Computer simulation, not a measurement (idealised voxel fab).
Process module under the name voxel self aligned vias
The cross-section on display is named cut; it measures 190 nm wide, and its cells are 5 nm squares.
In what follows, cross-sections appear as grids of square cells, described through bands that run from the top down, where every band is one or more rows of cells. The entry gives the band's vertical extent as a top height and a bottom height in nm, then its horizontal make-up as materials from left to right, each with a width in nm. "empty" stands for empty space; a single material marked "everywhere" fills the band edge to edge. Counting heights begins at 0, where everything beneath is, in the wafer as received, one material. The lowest band has no bottom; it goes on downwards, as "from 0 down" shows. The expression "30->40" gives the width at the extremes of the band, the first number at its top row of cells and the second at its bottom row, with the width changing by equal amounts from each row to the next in between. "nothing was modified" after a step means that no cell of the cross-section changed. Entry "Fully sealed cavities" = empty spaces >= 8 cells with no open way to the top; each as width x height at distance, distance from left edge, all nm. Whatever follows a step's settings on its line is a remark the simulator itself makes about that step. On any step carrying a mask, the "overlay nm" setting, if present on the step's line, tells how far right of its planned place the mask lay; negative values point to the left.
**This section lists the process steps that were planned**
1: RECEIVE,material Si
2: CONFORMAL_DEP,material SiO2,thk nm 10
3: CONFORMAL_DEP,material SiCN,thk nm 5
4: DIRECTIONAL_DEP,material lowk,thk nm 30
5: DIRECTIONAL_DEP,material aC,thk nm 10
6: PATTERN,tone open,mask id LINES,material resist,width nm 30,pitch nm 80,thk nm 25,overlay nm 0
7: DIRECTIONAL_ETCH,etch materials aC,depth nm 10
8: STRIP,etch materials resist
9: DIRECTIONAL_ETCH,etch materials lowk,depth nm 30
10: STRIP,etch materials aC
11: CONFORMAL_DEP,material TiN,thk nm 5
12: FILL_DEP,material Ru,thk nm 5
13: CMP,height nm 45
14: SELECTIVE_ETCH,etch materials W Ru TiN,depth nm 10
15: FILL_DEP,material SiN,thk nm 5
16: CMP,height nm 45
17: DIRECTIONAL_DEP,material lowk,thk nm 20
18: DIRECTIONAL_DEP,material aC,thk nm 10
19: PATTERN,tone open,mask id VIAS,material resist,width nm 50,pitch nm 80,thk nm 25,overlay nm 0
20: DIRECTIONAL_ETCH,etch materials aC,depth nm 10
21: STRIP,etch materials resist
22: DIRECTIONAL_ETCH,etch materials lowk,depth nm 20
23: DIRECTIONAL_ETCH,etch materials SiN,depth nm 10
24: STRIP,etch materials aC
25: CONFORMAL_DEP,material TiN,thk nm 5
26: FILL_DEP,material W,thk nm 5
27: CMP,height nm 65
28: CONFORMAL_DEP,material SiCN,thk nm 5
**Incoming wafer in cross-section (state: after step 1)**
- from 0 down: Si everywhere
- Fully sealed cavities: none
**End-of-module cross-section of the first of two wafers, processed as planned**
- from 70 to 65: SiCN everywhere
- from 65 to 50: lowk 30 nm, TiN 5 nm, W 40 nm, TiN 5 nm, lowk 30 nm, TiN 5 nm, W 40 nm, TiN 5 nm, lowk 30 nm
- from 50 to 40: lowk 30->40 nm, TiN 15->5 nm, W 20 nm, TiN 15->5 nm, lowk 30->50 nm, TiN 15->5 nm, W 20 nm, TiN 15->5 nm, lowk 30->40 nm
- from 40 to 35: lowk 40 nm, TiN 30 nm, lowk 50 nm, TiN 30 nm, lowk 40 nm
- from 35 to 20: lowk 40 nm, TiN 5 nm, Ru 20 nm, TiN 5 nm, lowk 50 nm, TiN 5 nm, Ru 20 nm, TiN 5 nm, lowk 40 nm
- from 20 to 15: lowk 40 nm, TiN 30 nm, lowk 50 nm, TiN 30 nm, lowk 40 nm
- from 15 to 10: SiCN everywhere
- from 10 to 0: SiO2 everywhere
- from 0 down: Si everywhere
- Fully sealed cavities: none
**This is the second of the two wafers, cross-sectioned at the end of the module; it started exactly like the first and was given the same plan, but it was run with one mistake**
- from 70 to 65: SiCN everywhere
- from 65 to 50: lowk 30 nm, TiN 5 nm, W 40 nm, TiN 5 nm, lowk 30 nm, TiN 5 nm, W 40 nm, TiN 5 nm, lowk 30 nm
- from 50 to 45: lowk 30 nm, TiN 50 nm, lowk 30 nm, TiN 50 nm, lowk 30 nm
- from 45 to 35: SiN 30 nm, TiN 10 nm, lowk 30 nm, TiN 10 nm, SiN 30 nm, TiN 10 nm, lowk 30 nm, TiN 10 nm, SiN 30 nm
- from 35 to 20: Ru 35 nm, TiN 5 nm, lowk 30 nm, TiN 5 nm, Ru 40 nm, TiN 5 nm, lowk 30 nm, TiN 5 nm, Ru 35 nm
- from 20 to 15: TiN 40 nm, lowk 30 nm, TiN 50 nm, lowk 30 nm, TiN 40 nm
- from 15 to 10: SiCN everywhere
- from 10 to 0: SiO2 everywhere
- from 0 down: Si everywhere
- Fully sealed cavities: none
What broke from the plan during processing? contrary to plan, step 6 was performed as PATTERN,tone cover,mask id LINES,material resist,width nm 30,pitch nm 80,thk nm 25,overlay nm 0
Upon completion, the second wafer contains, in terms of cells, a greater or smaller amount of certain materials than the first wafer: +42 Ru, +36 SiN, +22 TiN, -16 W, -84 lowk
